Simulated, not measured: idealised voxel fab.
Process module name: voxel quadruple lines
It is cross-section cut that appears here, measuring 175 nm in width, its square cells being 5 nm in size.
Cross-section layout: square cells on a grid; listed as bands, top to bottom; a band spans one or more cell rows.
This entry defines a band. It first specifies the height of the band's top and the height of its bottom in nm, and then specifies the band's materials from left to right, stating each material with its width in nm. The word "all across" identifies a single material that fills the band from edge to edge, while the word "blank" identifies empty space.
Below 0: as-received wafer, all one material; heights counted from there. Lowest band: no bottom, goes on down, written "0 nm and below".
Top row gets the first number, bottom row gets the second, and each row in between changes by the same step: that is how a band width like "30..40" works.
You'll sometimes find "no alterations made" written for a step, and that's the way of saying that nowhere in the cross-section did a cell change during that step.
If an empty space has no open way to the top and is at least 8 cells in size, "Enclosed void entries" lists it, written width x height at distance, where distance is measured from the left edge and every value is in nm.
Read whatever lies past the settings on a step's line as the simulator's own remark about the step.
overlay nm, on a step with a mask: how far to the right of its planned place the mask lay; to the left if negative
Steps planned for the process
1) op RECEIVE | material Si
2) op CONFORMAL_DEP | material SiO2 | thk nm 5
3) op DIRECTIONAL_DEP | material W | thk nm 15
4) op DIRECTIONAL_DEP | material polySi | thk nm 15
5) op DIRECTIONAL_DEP | material aC | thk nm 20
6) op PATTERN | tone cover | mask id MANDREL | material resist | width nm 25 | thk nm 30 | overlay nm 0
7) op DIRECTIONAL_ETCH | etch materials aC | depth nm 20
8) op STRIP | etch materials resist
9) op CONFORMAL_DEP | material SiO2 | thk nm 15
10) op DIRECTIONAL_ETCH | etch materials SiO2 | depth nm 15
11) op STRIP | etch materials aC
12) op DIRECTIONAL_ETCH | etch materials polySi | depth nm 15
13) op STRIP | etch materials SiO2
14) op CONFORMAL_DEP | material SiCN | thk nm 5
15) op DIRECTIONAL_ETCH | etch materials SiCN | depth nm 5
16) op STRIP | etch materials polySi
17) op DIRECTIONAL_ETCH | etch materials W | depth nm 15
18) op STRIP | etch materials SiCN
19) op FILL_DEP | material SiO2 | thk nm 5
20) op CMP | height nm 20
as received, after step 1
0 nm and below  Si all across
Enclosed void entries: none
First of two wafers, end-of-module section, run followed plan
20 nm to 5 nm  SiO2: 55 / W: 5 / SiO2: 15 / W: 5 / SiO2: 15 / W: 5 / SiO2: 15 / W: 5 / SiO2: 55
5 nm to 0 nm  SiO2 all across
0 nm and below  Si all across
Enclosed void entries: none
Cross-section of the latter of the two wafers at module completion. It had an identical start and an identical plan to the former; in running it, one mistake was made
20 nm to 5 nm  SiO2: 65 / W: 5 / SiO2: 15 / W: 5 / SiO2: 15 / W: 5 / SiO2: 15 / W: 5 / SiO2: 45
5 nm to 0 nm  SiO2 all across
0 nm and below  Si all across
Enclosed void entries: none
Processing error: not per plan at step 6, really ran op PATTERN | tone cover | mask id MANDREL | material resist | width nm 25 | thk nm 30 | overlay nm 10
Same inventory, different map: at the end, the second wafer holds as many cells of each material as the first, placed elsewhere.
